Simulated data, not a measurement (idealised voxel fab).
Process module in this document: voxel self aligned vias
The figure presents cross-section cut, which has a width of 280 nm and is divided into square cells with an edge length of 5 nm.
Notation: cross-section as square-cell grid; stated in bands, top first, going down; one or more cell rows per band. Top height, bottom height, nm. Materials left to right, width each, nm. Single material + "full width" = fills band edge to edge. "air" = empty. Below 0: as-received wafer, all one material; heights counted from there. Lowest band: no bottom, goes on down, written "0..down". You'd read "30 to 40" like this: the band's top row of cells is as wide as the first number, its bottom row is as wide as the second, and going down, every row changes width by the same amount as the row before did. Key: "everything unchanged" - step with no changed cell in the cross-section. Look at "Listed closed voids" for the closed voids: empty spaces with no open path to the top, sized 8 cells or up. Each is width x height at distance, distance from the left edge, all nm. Read whatever lies past the settings on a step's line as the simulator's own remark about the step. For masked steps, "overlay nm" on the step line gives how far right of plan the mask actually lay; a minus sign means it lay to the left. Before/after cross-section pairs, one process step each; after shown to lowest changed band; step and settings beneath. Pairs may be from different runs of this module on the same starting wafer; a pair continues from the one above only where its "Pre-step" entry says so.

-- Pre-step
	0..down = Si full width
	Listed closed voids: none

-- Post-Process Section
	15..0 = SiO2 full width
	For the remainder of the cross-section, below 0, there is no change.
	Listed closed voids: none
Step between the pre-process and post-process cross-sections given above: CONFORMAL_DEP, material SiO2, thk nm 15

Pre-step: per the after cross-section of the pair just above.

-- Post-Process Section
	20..15 = SiCN full width
	For the remainder of the cross-section, below 15, there is no change.
	Listed closed voids: none
Step between the pre-process and post-process cross-sections given above: CONFORMAL_DEP, material SiCN, thk nm 5

Pre-step: per the after cross-section of the pair just above.

-- Post-Process Section
	50..20 = SiO2 full width
	For the remainder of the cross-section, below 20, there is no change.
	Listed closed voids: none
Step between the pre-process and post-process cross-sections given above: DIRECTIONAL_DEP, material SiO2, thk nm 30

Pre-step: per the after cross-section of the pair just above.

-- Post-Process Section
	60..50 = aC full width
	For the remainder of the cross-section, below 50, there is no change.
	Listed closed voids: none
Step between the pre-process and post-process cross-sections given above: DIRECTIONAL_DEP, material aC, thk nm 10

Pre-step: per the after cross-section of the pair just above.

-- Post-Process Section
	85..60 = 105 resist, then 20 air, then 25 resist, then 20 air, then 110 resist
	For the remainder of the cross-section, below 60, there is no change.
	Listed closed voids: none
Step between the pre-process and post-process cross-sections given above: PATTERN, tone open, mask id LINES, material resist, width nm 20, pitch nm 45, thk nm 25, overlay nm 0

Pre-step: per the after cross-section of the pair just above.

-- Post-Process Section
	75..60 = 105 resist, then 20 air, then 25 resist, then 20 air, then 110 resist
	60..50 = 105 aC, then 20 air, then 25 aC, then 20 air, then 110 aC
	For the remainder of the cross-section, below 50, there is no change.
	Listed closed voids: none
Step between the pre-process and post-process cross-sections given above: DIRECTIONAL_ETCH, etch materials aC, depth nm 10

Pre-step: per the after cross-section of the pair just above.

-- Post-Process Section
	60..50 = 105 aC, then 20 air, then 25 aC, then 20 air, then 110 aC
	For the remainder of the cross-section, below 50, there is no change.
	Listed closed voids: none
Step between the pre-process and post-process cross-sections given above: STRIP, etch materials resist

Pre-step: per the after cross-section of the pair just above.

-- Post-Process Section
	60..50 = 105 aC, then 20 air, then 25 aC, then 20 air, then 110 aC
	50..20 = 105 SiO2, then 20 air, then 25 SiO2, then 20 air, then 110 SiO2
	For the remainder of the cross-section, below 20, there is no change.
	Listed closed voids: none
Step between the pre-process and post-process cross-sections given above: DIRECTIONAL_ETCH, etch materials SiO2, depth nm 30

Pre-step: per the after cross-section of the pair just above.

-- Post-Process Section
	50..20 = 105 SiO2, then 20 air, then 25 SiO2, then 20 air, then 110 SiO2
	For the remainder of the cross-section, below 20, there is no change.
	Listed closed voids: none
Step between the pre-process and post-process cross-sections given above: STRIP, etch materials aC

Pre-step: per the after cross-section of the pair just above.

-- Post-Process Section
	55..50 = 110 TiN, then 10 air, then 35 TiN, then 10 air, then 115 TiN
	50..25 = 105 SiO2, then 5 TiN, then 10 air, then 5 TiN, then 25 SiO2, then 5 TiN, then 10 air, then 5 TiN, then 110 SiO2
	25..20 = 105 SiO2, then 20 TiN, then 25 SiO2, then 20 TiN, then 110 SiO2
	For the remainder of the cross-section, below 20, there is no change.
	Listed closed voids: none
Step between the pre-process and post-process cross-sections given above: CONFORMAL_DEP, material TiN, thk nm 5

Pre-step: per the after cross-section of the pair just above.

-- Post-Process Section
	60..55 = Ru full width
	55..50 = 110 TiN, then 10 Ru, then 35 TiN, then 10 Ru, then 115 TiN
	50..25 = 105 SiO2, then 5 TiN, then 10 Ru, then 5 TiN, then 25 SiO2, then 5 TiN, then 10 Ru, then 5 TiN, then 110 SiO2
	For the remainder of the cross-section, below 25, there is no change.
	Listed closed voids: none
Step between the pre-process and post-process cross-sections given above: FILL_DEP, material Ru, thk nm 5

Pre-step: per the after cross-section of the pair just above.

-- Post-Process Section
	50..25 = 105 SiO2, then 5 TiN, then 10 Ru, then 5 TiN, then 25 SiO2, then 5 TiN, then 10 Ru, then 5 TiN, then 110 SiO2
	For the remainder of the cross-section, below 25, there is no change.
	Listed closed voids: none
Step between the pre-process and post-process cross-sections given above: CMP, height nm 50

Pre-step: per the after cross-section of the pair just above.

-- Post-Process Section
	50..40 = 105 SiO2, then 20 air, then 25 SiO2, then 20 air, then 110 SiO2
	For the remainder of the cross-section, below 40, there is no change.
	Listed closed voids: none
Step between the pre-process and post-process cross-sections given above: SELECTIVE_ETCH, etch materials W Ru TiN, depth nm 10

Pre-step: per the after cross-section of the pair just above.

-- Post-Process Section
	55..50 = SiN full width
	50..40 = 105 SiO2, then 20 SiN, then 25 SiO2, then 20 SiN, then 110 SiO2
	For the remainder of the cross-section, below 40, there is no change.
	Listed closed voids: none
Step between the pre-process and post-process cross-sections given above: FILL_DEP, material SiN, thk nm 5

Pre-step: per the after cross-section of the pair just above.

-- Post-Process Section
	50..40 = 105 SiO2, then 20 SiN, then 25 SiO2, then 20 SiN, then 110 SiO2
	For the remainder of the cross-section, below 40, there is no change.
	Listed closed voids: none
Step between the pre-process and post-process cross-sections given above: CMP, height nm 50

Pre-step: per the after cross-section of the pair just above.

-- Post-Process Section
	65..50 = SiO2 full width
	For the remainder of the cross-section, below 50, there is no change.
	Listed closed voids: none
Step between the pre-process and post-process cross-sections given above: DIRECTIONAL_DEP, material SiO2, thk nm 15

Pre-step: per the after cross-section of the pair just above.

-- Post-Process Section
	75..65 = aC full width
	For the remainder of the cross-section, below 65, there is no change.
	Listed closed voids: none
Step between the pre-process and post-process cross-sections given above: DIRECTIONAL_DEP, material aC, thk nm 10

Pre-step: per the after cross-section of the pair just above.

-- Post-Process Section
	100..75 = 100 resist, then 30 air, then 150 resist
	For the remainder of the cross-section, below 75, there is no change.
	Listed closed voids: none
Step between the pre-process and post-process cross-sections given above: PATTERN, tone open, mask id VIAS, material resist, width nm 30, thk nm 25, overlay nm 0

Pre-step: per the after cross-section of the pair just above.

-- Post-Process Section
	90..75 = 100 resist, then 30 air, then 150 resist
	75..65 = 100 aC, then 30 air, then 150 aC
	For the remainder of the cross-section, below 65, there is no change.
	Listed closed voids: none
Step between the pre-process and post-process cross-sections given above: DIRECTIONAL_ETCH, etch materials aC, depth nm 10

Pre-step: per the after cross-section of the pair just above.

-- Post-Process Section
	75..65 = 100 aC, then 30 air, then 150 aC
	For the remainder of the cross-section, below 65, there is no change.
	Listed closed voids: none
Step between the pre-process and post-process cross-sections given above: STRIP, etch materials resist

Pre-step: per the after cross-section of the pair just above.

-- Post-Process Section
	75..65 = 100 aC, then 30 air, then 150 aC
	65..50 = 100 SiO2, then 30 air, then 150 SiO2
	For the remainder of the cross-section, below 50, there is no change.
	Listed closed voids: none
Step between the pre-process and post-process cross-sections given above: DIRECTIONAL_ETCH, etch materials SiO2, depth nm 15

Pre-step: per the after cross-section of the pair just above.

-- Post-Process Section
	75..65 = 100 aC, then 30 air, then 150 aC
	65..50 = 100 SiO2, then 30 air, then 150 SiO2
	50..40 = 105 SiO2, then 20 air, then 25 SiO2, then 20 SiN, then 110 SiO2
	For the remainder of the cross-section, below 40, there is no change.
	Listed closed voids: none
Step between the pre-process and post-process cross-sections given above: DIRECTIONAL_ETCH, etch materials SiN, depth nm 10

Pre-step: per the after cross-section of the pair just above.

-- Post-Process Section
	65..50 = 100 SiO2, then 30 air, then 150 SiO2
	For the remainder of the cross-section, below 50, there is no change.
	Listed closed voids: none
Step between the pre-process and post-process cross-sections given above: STRIP, etch materials aC

Pre-step: per the after cross-section of the pair just above.

-- Post-Process Section
	70..65 = 105 TiN, then 20 air, then 155 TiN
	65..55 = 100 SiO2, then 5 TiN, then 20 air, then 5 TiN, then 150 SiO2
	55..50 = 100 SiO2, then 10 TiN, then 10 air, then 10 TiN, then 150 SiO2
	50..45 = 105 SiO2, then 5 TiN, then 10 air, then 5 TiN, then 25 SiO2, then 20 SiN, then 110 SiO2
	45..40 = 105 SiO2, then 20 TiN, then 25 SiO2, then 20 SiN, then 110 SiO2
	For the remainder of the cross-section, below 40, there is no change.
	Listed closed voids: none
Step between the pre-process and post-process cross-sections given above: CONFORMAL_DEP, material TiN, thk nm 5

Pre-step: per the after cross-section of the pair just above.

-- Post-Process Section
	80..70 = Ru full width
	70..65 = 105 TiN, then 20 Ru, then 155 TiN
	65..55 = 100 SiO2, then 5 TiN, then 20 Ru, then 5 TiN, then 150 SiO2
	55..50 = 100 SiO2, then 10 TiN, then 10 Ru, then 10 TiN, then 150 SiO2
	50..45 = 105 SiO2, then 5 TiN, then 10 Ru, then 5 TiN, then 25 SiO2, then 20 SiN, then 110 SiO2
	For the remainder of the cross-section, below 45, there is no change.
	Listed closed voids: none
Step between the pre-process and post-process cross-sections given above: FILL_DEP, material Ru, thk nm 10

Pre-step: per the after cross-section of the pair just above.

-- Post-Process Section
	65..55 = 100 SiO2, then 5 TiN, then 20 Ru, then 5 TiN, then 150 SiO2
	For the remainder of the cross-section, below 55, there is no change.
	Listed closed voids: none
Step between the pre-process and post-process cross-sections given above: CMP, height nm 65

Pre-step: per the after cross-section of the pair just above.

-- Post-Process Section
	70..65 = SiCN full width
	For the remainder of the cross-section, below 65, there is no change.
	Listed closed voids: none
Step between the pre-process and post-process cross-sections given above: CONFORMAL_DEP, material SiCN, thk nm 5

-- Pre-step
	15..0 = SiO2 full width
	0..down = Si full width
	Listed closed voids: none

-- Post-Process Section
	45..0 = SiO2 full width
	For the remainder of the cross-section, below 0, there is no change.
	Listed closed voids: none
Step between the pre-process and post-process cross-sections given above: DIRECTIONAL_DEP, material SiO2, thk nm 30

Pre-step: per the after cross-section of the pair just above.

-- Post-Process Section
	55..45 = aC full width
	For the remainder of the cross-section, below 45, there is no change.
	Listed closed voids: none
Step between the pre-process and post-process cross-sections given above: DIRECTIONAL_DEP, material aC, thk nm 10

Pre-step: per the after cross-section of the pair just above.

-- Post-Process Section
	80..55 = 105 resist, then 20 air, then 25 resist, then 20 air, then 110 resist
	For the remainder of the cross-section, below 55, there is no change.
	Listed closed voids: none
Step between the pre-process and post-process cross-sections given above: PATTERN, tone open, mask id LINES, material resist, width nm 20, pitch nm 45, thk nm 25, overlay nm 0

Pre-step: per the after cross-section of the pair just above.

-- Post-Process Section
	70..55 = 105 resist, then 20 air, then 25 resist, then 20 air, then 110 resist
	55..45 = 105 aC, then 20 air, then 25 aC, then 20 air, then 110 aC
	For the remainder of the cross-section, below 45, there is no change.
	Listed closed voids: none
Step between the pre-process and post-process cross-sections given above: DIRECTIONAL_ETCH, etch materials aC, depth nm 10

Pre-step: per the after cross-section of the pair just above.

-- Post-Process Section
	55..45 = 105 aC, then 20 air, then 25 aC, then 20 air, then 110 aC
	For the remainder of the cross-section, below 45, there is no change.
	Listed closed voids: none
Step between the pre-process and post-process cross-sections given above: STRIP, etch materials resist

Pre-step: per the after cross-section of the pair just above.

-- Post-Process Section
	55..45 = 105 aC, then 20 air, then 25 aC, then 20 air, then 110 aC
	45..15 = 105 SiO2, then 20 air, then 25 SiO2, then 20 air, then 110 SiO2
	For the remainder of the cross-section, below 15, there is no change.
	Listed closed voids: none
Step between the pre-process and post-process cross-sections given above: DIRECTIONAL_ETCH, etch materials SiO2, depth nm 30

Pre-step: per the after cross-section of the pair just above.

-- Post-Process Section
	45..15 = 105 SiO2, then 20 air, then 25 SiO2, then 20 air, then 110 SiO2
	For the remainder of the cross-section, below 15, there is no change.
	Listed closed voids: none
Step between the pre-process and post-process cross-sections given above: STRIP, etch materials aC

Pre-step: per the after cross-section of the pair just above.

-- Post-Process Section
	50..45 = 110 TiN, then 10 air, then 35 TiN, then 10 air, then 115 TiN
	45..20 = 105 SiO2, then 5 TiN, then 10 air, then 5 TiN, then 25 SiO2, then 5 TiN, then 10 air, then 5 TiN, then 110 SiO2
	20..15 = 105 SiO2, then 20 TiN, then 25 SiO2, then 20 TiN, then 110 SiO2
	For the remainder of the cross-section, below 15, there is no change.
	Listed closed voids: none
Step between the pre-process and post-process cross-sections given above: CONFORMAL_DEP, material TiN, thk nm 5

Pre-step: per the after cross-section of the pair just above.

-- Post-Process Section
	55..50 = Ru full width
	50..45 = 110 TiN, then 10 Ru, then 35 TiN, then 10 Ru, then 115 TiN
	45..20 = 105 SiO2, then 5 TiN, then 10 Ru, then 5 TiN, then 25 SiO2, then 5 TiN, then 10 Ru, then 5 TiN, then 110 SiO2
	For the remainder of the cross-section, below 20, there is no change.
	Listed closed voids: none
Step between the pre-process and post-process cross-sections given above: FILL_DEP, material Ru, thk nm 5

Pre-step: per the after cross-section of the pair just above.

-- Post-Process Section
	50..45 = 110 TiN, then 10 Ru, then 35 TiN, then 10 Ru, then 115 TiN
	For the remainder of the cross-section, below 45, there is no change.
	Listed closed voids: none
Step between the pre-process and post-process cross-sections given above: CMP, height nm 50

Pre-step: per the after cross-section of the pair just above.

-- Post-Process Section
	45..40 = 105 SiO2, then 20 air, then 25 SiO2, then 20 air, then 110 SiO2
	For the remainder of the cross-section, below 40, there is no change.
	Listed closed voids: none
Step between the pre-process and post-process cross-sections given above: SELECTIVE_ETCH, etch materials W Ru TiN, depth nm 10

Pre-step: per the after cross-section of the pair just above.

-- Post-Process Section
	50..45 = SiN full width
	45..40 = 105 SiO2, then 20 SiN, then 25 SiO2, then 20 SiN, then 110 SiO2
	For the remainder of the cross-section, below 40, there is no change.
	Listed closed voids: none
Step between the pre-process and post-process cross-sections given above: FILL_DEP, material SiN, thk nm 5

Pre-step: per the after cross-section of the pair just above.

-- Post-Process Section
	65..50 = SiO2 full width
	For the remainder of the cross-section, below 50, there is no change.
	Listed closed voids: none
Step between the pre-process and post-process cross-sections given above: DIRECTIONAL_DEP, material SiO2, thk nm 15

Pre-step: per the after cross-section of the pair just above.

-- Post-Process Section
	75..65 = aC full width
	For the remainder of the cross-section, below 65, there is no change.
	Listed closed voids: none
Step between the pre-process and post-process cross-sections given above: DIRECTIONAL_DEP, material aC, thk nm 10

Pre-step: per the after cross-section of the pair just above.

-- Post-Process Section
	100..75 = 100 resist, then 30 air, then 150 resist
	For the remainder of the cross-section, below 75, there is no change.
	Listed closed voids: none
Step between the pre-process and post-process cross-sections given above: PATTERN, tone open, mask id VIAS, material resist, width nm 30, thk nm 25, overlay nm 0

Pre-step: per the after cross-section of the pair just above.

-- Post-Process Section
	90..75 = 100 resist, then 30 air, then 150 resist
	75..65 = 100 aC, then 30 air, then 150 aC
	For the remainder of the cross-section, below 65, there is no change.
	Listed closed voids: none
Step between the pre-process and post-process cross-sections given above: DIRECTIONAL_ETCH, etch materials aC, depth nm 10

Pre-step: per the after cross-section of the pair just above.

-- Post-Process Section
	75..65 = 100 aC, then 30 air, then 150 aC
	For the remainder of the cross-section, below 65, there is no change.
	Listed closed voids: none
Step between the pre-process and post-process cross-sections given above: STRIP, etch materials resist

Pre-step: per the after cross-section of the pair just above.

-- Post-Process Section
	75..65 = 100 aC, then 30 air, then 150 aC
	65..50 = 100 SiO2, then 30 air, then 150 SiO2
	For the remainder of the cross-section, below 50, there is no change.
	Listed closed voids: none
Step between the pre-process and post-process cross-sections given above: DIRECTIONAL_ETCH, etch materials SiO2, depth nm 15

Pre-step: per the after cross-section of the pair just above.

-- Post-Process Section
	75..65 = 100 aC, then 30 air, then 150 aC
	65..50 = 100 SiO2, then 30 air, then 150 SiO2
	50..45 = 100 SiN, then 30 air, then 150 SiN
	45..40 = 105 SiO2, then 20 air, then 25 SiO2, then 20 SiN, then 110 SiO2
	For the remainder of the cross-section, below 40, there is no change.
	Listed closed voids: none
Step between the pre-process and post-process cross-sections given above: DIRECTIONAL_ETCH, etch materials SiN, depth nm 10

Pre-step: per the after cross-section of the pair just above.

-- Post-Process Section
	65..50 = 100 SiO2, then 30 air, then 150 SiO2
	For the remainder of the cross-section, below 50, there is no change.
	Listed closed voids: none
Step between the pre-process and post-process cross-sections given above: STRIP, etch materials aC

Pre-step: per the after cross-section of the pair just above.

-- Post-Process Section
	70..65 = 105 TiN, then 20 air, then 155 TiN
	65..50 = 100 SiO2, then 5 TiN, then 20 air, then 5 TiN, then 150 SiO2
	50..45 = 100 SiN, then 10 TiN, then 10 air, then 10 TiN, then 150 SiN
	45..40 = 105 SiO2, then 20 TiN, then 25 SiO2, then 20 SiN, then 110 SiO2
	For the remainder of the cross-section, below 40, there is no change.
	Listed closed voids: none
Step between the pre-process and post-process cross-sections given above: CONFORMAL_DEP, material TiN, thk nm 5

Pre-step: per the after cross-section of the pair just above.

-- Post-Process Section
	80..70 = Ru full width
	70..65 = 105 TiN, then 20 Ru, then 155 TiN
	65..50 = 100 SiO2, then 5 TiN, then 20 Ru, then 5 TiN, then 150 SiO2
	50..45 = 100 SiN, then 10 TiN, then 10 Ru, then 10 TiN, then 150 SiN
	For the remainder of the cross-section, below 45, there is no change.
	Listed closed voids: none
Step between the pre-process and post-process cross-sections given above: FILL_DEP, material Ru, thk nm 10

Pre-step: per the after cross-section of the pair just above.

-- Post-Process Section
	65..50 = 100 SiO2, then 5 TiN, then 20 Ru, then 5 TiN, then 150 SiO2
	For the remainder of the cross-section, below 50, there is no change.
	Listed closed voids: none
Step between the pre-process and post-process cross-sections given above: CMP, height nm 65

Pre-step: per the after cross-section of the pair just above.

-- Post-Process Section
	70..65 = SiCN full width
	For the remainder of the cross-section, below 65, there is no change.
	Listed closed voids: none
Step between the pre-process and post-process cross-sections given above: CONFORMAL_DEP, material SiCN, thk nm 5

-- Pre-step
	15..0 = SiO2 full width
	0..down = Si full width
	Listed closed voids: none

-- Post-Process Section
	30..0 = SiO2 full width
	For the remainder of the cross-section, below 0, there is no change.
	Listed closed voids: none
Step between the pre-process and post-process cross-sections given above: CONFORMAL_DEP, material SiO2, thk nm 15

Pre-step: per the after cross-section of the pair just above.

-- Post-Process Section
	35..30 = SiCN full width
	For the remainder of the cross-section, below 30, there is no change.
	Listed closed voids: none
Step between the pre-process and post-process cross-sections given above: CONFORMAL_DEP, material SiCN, thk nm 5

Pre-step: per the after cross-section of the pair just above.

-- Post-Process Section
	65..35 = SiO2 full width
	For the remainder of the cross-section, below 35, there is no change.
	Listed closed voids: none
Step between the pre-process and post-process cross-sections given above: DIRECTIONAL_DEP, material SiO2, thk nm 30

Pre-step: per the after cross-section of the pair just above.

-- Post-Process Section
	75..65 = aC full width
	For the remainder of the cross-section, below 65, there is no change.
	Listed closed voids: none
Step between the pre-process and post-process cross-sections given above: DIRECTIONAL_DEP, material aC, thk nm 10

Pre-step: per the after cross-section of the pair just above.

-- Post-Process Section
	100..75 = 105 resist, then 20 air, then 25 resist, then 20 air, then 110 resist
	For the remainder of the cross-section, below 75, there is no change.
	Listed closed voids: none
Step between the pre-process and post-process cross-sections given above: PATTERN, tone open, mask id LINES, material resist, width nm 20, pitch nm 45, thk nm 25, overlay nm 0

Pre-step: per the after cross-section of the pair just above.

-- Post-Process Section
	90..75 = 105 resist, then 20 air, then 25 resist, then 20 air, then 110 resist
	75..65 = 105 aC, then 20 air, then 25 aC, then 20 air, then 110 aC
	For the remainder of the cross-section, below 65, there is no change.
	Listed closed voids: none
Step between the pre-process and post-process cross-sections given above: DIRECTIONAL_ETCH, etch materials aC, depth nm 10

Pre-step: per the after cross-section of the pair just above.

-- Post-Process Section
	75..65 = 105 aC, then 20 air, then 25 aC, then 20 air, then 110 aC
	For the remainder of the cross-section, below 65, there is no change.
	Listed closed voids: none
Step between the pre-process and post-process cross-sections given above: STRIP, etch materials resist

Pre-step: per the after cross-section of the pair just above.

-- Post-Process Section
	75..65 = 105 aC, then 20 air, then 25 aC, then 20 air, then 110 aC
	65..35 = 105 SiO2, then 20 air, then 25 SiO2, then 20 air, then 110 SiO2
	For the remainder of the cross-section, below 35, there is no change.
	Listed closed voids: none
Step between the pre-process and post-process cross-sections given above: DIRECTIONAL_ETCH, etch materials SiO2, depth nm 30

Pre-step: per the after cross-section of the pair just above.

-- Post-Process Section
	65..35 = 105 SiO2, then 20 air, then 25 SiO2, then 20 air, then 110 SiO2
	For the remainder of the cross-section, below 35, there is no change.
	Listed closed voids: none
Step between the pre-process and post-process cross-sections given above: STRIP, etch materials aC

Pre-step: per the after cross-section of the pair just above.

-- Post-Process Section
	70..65 = 110 TiN, then 10 air, then 35 TiN, then 10 air, then 115 TiN
	65..40 = 105 SiO2, then 5 TiN, then 10 air, then 5 TiN, then 25 SiO2, then 5 TiN, then 10 air, then 5 TiN, then 110 SiO2
	40..35 = 105 SiO2, then 20 TiN, then 25 SiO2, then 20 TiN, then 110 SiO2
	For the remainder of the cross-section, below 35, there is no change.
	Listed closed voids: none
Step between the pre-process and post-process cross-sections given above: CONFORMAL_DEP, material TiN, thk nm 5

Pre-step: per the after cross-section of the pair just above.

-- Post-Process Section
	75..70 = Ru full width
	70..65 = 110 TiN, then 10 Ru, then 35 TiN, then 10 Ru, then 115 TiN
	65..40 = 105 SiO2, then 5 TiN, then 10 Ru, then 5 TiN, then 25 SiO2, then 5 TiN, then 10 Ru, then 5 TiN, then 110 SiO2
	For the remainder of the cross-section, below 40, there is no change.
	Listed closed voids: none
Step between the pre-process and post-process cross-sections given above: FILL_DEP, material Ru, thk nm 5

Pre-step: per the after cross-section of the pair just above.

-- Post-Process Section
	50..40 = 105 SiO2, then 5 TiN, then 10 Ru, then 5 TiN, then 25 SiO2, then 5 TiN, then 10 Ru, then 5 TiN, then 110 SiO2
	For the remainder of the cross-section, below 40, there is no change.
	Listed closed voids: none
Step between the pre-process and post-process cross-sections given above: CMP, height nm 50

Pre-step: per the after cross-section of the pair just above.

-- Post-Process Section
	50..40 = 105 SiO2, then 20 air, then 25 SiO2, then 20 air, then 110 SiO2
	For the remainder of the cross-section, below 40, there is no change.
	Listed closed voids: none
Step between the pre-process and post-process cross-sections given above: SELECTIVE_ETCH, etch materials W Ru TiN, depth nm 10

Pre-step: per the after cross-section of the pair just above.

-- Post-Process Section
	55..50 = SiN full width
	50..40 = 105 SiO2, then 20 SiN, then 25 SiO2, then 20 SiN, then 110 SiO2
	For the remainder of the cross-section, below 40, there is no change.
	Listed closed voids: none
Step between the pre-process and post-process cross-sections given above: FILL_DEP, material SiN, thk nm 5

Pre-step: per the after cross-section of the pair just above.

-- Post-Process Section
	50..40 = 105 SiO2, then 20 SiN, then 25 SiO2, then 20 SiN, then 110 SiO2
	For the remainder of the cross-section, below 40, there is no change.
	Listed closed voids: none
Step between the pre-process and post-process cross-sections given above: CMP, height nm 50

Pre-step: per the after cross-section of the pair just above.

-- Post-Process Section
	65..50 = SiO2 full width
	For the remainder of the cross-section, below 50, there is no change.
	Listed closed voids: none
Step between the pre-process and post-process cross-sections given above: DIRECTIONAL_DEP, material SiO2, thk nm 15

Pre-step: per the after cross-section of the pair just above.

-- Post-Process Section
	75..65 = aC full width
	For the remainder of the cross-section, below 65, there is no change.
	Listed closed voids: none
Step between the pre-process and post-process cross-sections given above: DIRECTIONAL_DEP, material aC, thk nm 10

Pre-step: per the after cross-section of the pair just above.

-- Post-Process Section
	100..75 = 100 resist, then 30 air, then 150 resist
	For the remainder of the cross-section, below 75, there is no change.
	Listed closed voids: none
Step between the pre-process and post-process cross-sections given above: PATTERN, tone open, mask id VIAS, material resist, width nm 30, thk nm 25, overlay nm 0

Pre-step: per the after cross-section of the pair just above.

-- Post-Process Section
	90..75 = 100 resist, then 30 air, then 150 resist
	75..65 = 100 aC, then 30 air, then 150 aC
	For the remainder of the cross-section, below 65, there is no change.
	Listed closed voids: none
Step between the pre-process and post-process cross-sections given above: DIRECTIONAL_ETCH, etch materials aC, depth nm 10

Pre-step: per the after cross-section of the pair just above.

-- Post-Process Section
	75..65 = 100 aC, then 30 air, then 150 aC
	For the remainder of the cross-section, below 65, there is no change.
	Listed closed voids: none
Step between the pre-process and post-process cross-sections given above: STRIP, etch materials resist

Pre-step: per the after cross-section of the pair just above.

-- Post-Process Section
	75..65 = 100 aC, then 30 air, then 150 aC
	65..50 = 100 SiO2, then 30 air, then 150 SiO2
	For the remainder of the cross-section, below 50, there is no change.
	Listed closed voids: none
Step between the pre-process and post-process cross-sections given above: DIRECTIONAL_ETCH, etch materials SiO2, depth nm 15

Pre-step: per the after cross-section of the pair just above.

-- Post-Process Section
	75..65 = 100 aC, then 30 air, then 150 aC
	65..50 = 100 SiO2, then 30 air, then 150 SiO2
	50..40 = 105 SiO2, then 20 air, then 25 SiO2, then 20 SiN, then 110 SiO2
	For the remainder of the cross-section, below 40, there is no change.
	Listed closed voids: none
Step between the pre-process and post-process cross-sections given above: DIRECTIONAL_ETCH, etch materials SiN, depth nm 10

Pre-step: per the after cross-section of the pair just above.

-- Post-Process Section
	65..50 = 100 SiO2, then 30 air, then 150 SiO2
	For the remainder of the cross-section, below 50, there is no change.
	Listed closed voids: none
Step between the pre-process and post-process cross-sections given above: STRIP, etch materials aC

Pre-step: per the after cross-section of the pair just above.

-- Post-Process Section
	70..65 = 105 TiN, then 20 air, then 155 TiN
	65..55 = 100 SiO2, then 5 TiN, then 20 air, then 5 TiN, then 150 SiO2
	55..50 = 100 SiO2, then 10 TiN, then 10 air, then 10 TiN, then 150 SiO2
	50..45 = 105 SiO2, then 5 TiN, then 10 air, then 5 TiN, then 25 SiO2, then 20 SiN, then 110 SiO2
	45..40 = 105 SiO2, then 20 TiN, then 25 SiO2, then 20 SiN, then 110 SiO2
	For the remainder of the cross-section, below 40, there is no change.
	Listed closed voids: none
Step between the pre-process and post-process cross-sections given above: CONFORMAL_DEP, material TiN, thk nm 5

Pre-step: per the after cross-section of the pair just above.

-- Post-Process Section
	80..70 = Ru full width
	70..65 = 105 TiN, then 20 Ru, then 155 TiN
	65..55 = 100 SiO2, then 5 TiN, then 20 Ru, then 5 TiN, then 150 SiO2
	55..50 = 100 SiO2, then 10 TiN, then 10 Ru, then 10 TiN, then 150 SiO2
	50..45 = 105 SiO2, then 5 TiN, then 10 Ru, then 5 TiN, then 25 SiO2, then 20 SiN, then 110 SiO2
	For the remainder of the cross-section, below 45, there is no change.
	Listed closed voids: none
Step between the pre-process and post-process cross-sections given above: FILL_DEP, material Ru, thk nm 10

Pre-step: per the after cross-section of the pair just above.

-- Post-Process Section
	65..55 = 100 SiO2, then 5 TiN, then 20 Ru, then 5 TiN, then 150 SiO2
	For the remainder of the cross-section, below 55, there is no change.
	Listed closed voids: none
Step between the pre-process and post-process cross-sections given above: CMP, height nm 65

Pre-step: per the after cross-section of the pair just above.

-- Post-Process Section
	70..65 = SiCN full width
	For the remainder of the cross-section, below 65, there is no change.
	Listed closed voids: none
Step between the pre-process and post-process cross-sections given above: CONFORMAL_DEP, material SiCN, thk nm 5

-- Pre-step
	0..down = Si full width
	Listed closed voids: none

-- Post-Process Section
	5..0 = SiCN full width
	For the remainder of the cross-section, below 0, there is no change.
	Listed closed voids: none
Step between the pre-process and post-process cross-sections given above: CONFORMAL_DEP, material SiCN, thk nm 5

Pre-step: per the after cross-section of the pair just above.

-- Post-Process Section
	20..5 = SiO2 full width
	For the remainder of the cross-section, below 5, there is no change.
	Listed closed voids: none
Step between the pre-process and post-process cross-sections given above: CONFORMAL_DEP, material SiO2, thk nm 15

Pre-step: per the after cross-section of the pair just above.

-- Post-Process Section
	50..5 = SiO2 full width
	For the remainder of the cross-section, below 5, there is no change.
	Listed closed voids: none
Step between the pre-process and post-process cross-sections given above: DIRECTIONAL_DEP, material SiO2, thk nm 30

Pre-step: per the after cross-section of the pair just above.

-- Post-Process Section
	60..50 = aC full width
	For the remainder of the cross-section, below 50, there is no change.
	Listed closed voids: none
Step between the pre-process and post-process cross-sections given above: DIRECTIONAL_DEP, material aC, thk nm 10

Pre-step: per the after cross-section of the pair just above.

-- Post-Process Section
	85..60 = 105 resist, then 20 air, then 25 resist, then 20 air, then 110 resist
	For the remainder of the cross-section, below 60, there is no change.
	Listed closed voids: none
Step between the pre-process and post-process cross-sections given above: PATTERN, tone open, mask id LINES, material resist, width nm 20, pitch nm 45, thk nm 25, overlay nm 0

Pre-step: per the after cross-section of the pair just above.

-- Post-Process Section
	75..60 = 105 resist, then 20 air, then 25 resist, then 20 air, then 110 resist
	60..50 = 105 aC, then 20 air, then 25 aC, then 20 air, then 110 aC
	For the remainder of the cross-section, below 50, there is no change.
	Listed closed voids: none
Step between the pre-process and post-process cross-sections given above: DIRECTIONAL_ETCH, etch materials aC, depth nm 10

Pre-step: per the after cross-section of the pair just above.

-- Post-Process Section
	60..50 = 105 aC, then 20 air, then 25 aC, then 20 air, then 110 aC
	For the remainder of the cross-section, below 50, there is no change.
	Listed closed voids: none
Step between the pre-process and post-process cross-sections given above: STRIP, etch materials resist

Pre-step: per the after cross-section of the pair just above.

-- Post-Process Section
	60..50 = 105 aC, then 20 air, then 25 aC, then 20 air, then 110 aC
	50..20 = 105 SiO2, then 20 air, then 25 SiO2, then 20 air, then 110 SiO2
	For the remainder of the cross-section, below 20, there is no change.
	Listed closed voids: none
Step between the pre-process and post-process cross-sections given above: DIRECTIONAL_ETCH, etch materials SiO2, depth nm 30

Pre-step: per the after cross-section of the pair just above.

-- Post-Process Section
	50..20 = 105 SiO2, then 20 air, then 25 SiO2, then 20 air, then 110 SiO2
	For the remainder of the cross-section, below 20, there is no change.
	Listed closed voids: none
Step between the pre-process and post-process cross-sections given above: STRIP, etch materials aC
